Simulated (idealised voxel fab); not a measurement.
process module | voxel lift off
Square cell edge 5 nm, section width 220 nm, ID cut.
Just so we're on the same page, the cross-sections are grids of square cells, and they're listed out in bands top to bottom, each band one or more rows deep.
First you get the band's top height and its bottom height, in nm, and then the materials it's made of, left to right, with each width in nm. If you see a single material with "throughout", that one covers the band edge to edge. "empty" is empty space.
Heights are expressed relative to 0, this being the level below which the as-received wafer comprises one material exclusively. The lowest band is unbounded in the downward direction and is denoted as in "from 0 down".
So if you see something like "30..40" for the width, read it as the top row of the band sitting at the first number and the bottom row at the second, with every row in between moving by the same amount as the last.
Take "no change occurred" at face value: in the step it is given for, the cross-section changed in none of its cells.
The entry "Sealed void list" lists the empty spaces that cover at least 8 cells and have no open path to the top. Each is written as width x height at distance, where the distance is measured from the left edge and all three values are in nm.
Where a step's line continues beyond its settings, the continuation is a remark by the simulator itself on that step.
overlay nm: mask offset rightward from planned place, masked step; negative means leftward offset.

-- These are the steps we planned for the process
- 1: RECEIVE (material Si)
- 2: CONFORMAL_DEP (material SiO2; thk nm 10)
- 3: PATTERN (tone open; mask id LINES; material resist; width nm 30; pitch nm 50; thk nm 25; overlay nm 0)
- 4: DIRECTIONAL_DEP (material Ru; thk nm 15)
- 5: STRIP (etch materials resist)
- 6: CONFORMAL_DEP (material SiO2; thk nm 5)

-- As-received state of the wafer in cross-section, equivalent to post-step 1
> from 0 down  Si throughout
> Sealed void list: none

-- Sectioned view, first of two wafers, at the close of the module, processed as intended in the plan
> from 30 to 25  65 empty  40 SiO2  10 empty  40 SiO2  65 empty
> from 25 to 15  65 empty  5 SiO2  30 Ru  5 SiO2  10 empty  5 SiO2  30 Ru  5 SiO2  65 empty
> from 15 to 10  70 SiO2  30 Ru  20 SiO2  30 Ru  70 SiO2
> from 10 to 0  SiO2 throughout
> from 0 down  Si throughout
> Sealed void list: none

-- Wafer two, end of module, cross-section. Same start, same plan as wafer one. One mistake in the run
> from 20 to 15  65 empty  40 SiO2  10 empty  40 SiO2  65 empty
> from 15 to 5  65 empty  5 SiO2  30 Ru  5 SiO2  10 empty  5 SiO2  30 Ru  5 SiO2  65 empty
> from 5 to 0  70 SiO2  30 Ru  20 SiO2  30 Ru  70 SiO2
> from 0 down  Si throughout
> Sealed void list: none
Nonconformance to the process plan: plan step 2 was not performed, having been skipped
End check, counted in cells, second wafer has more or fewer of these materials than the first: 88 fewer of SiO2
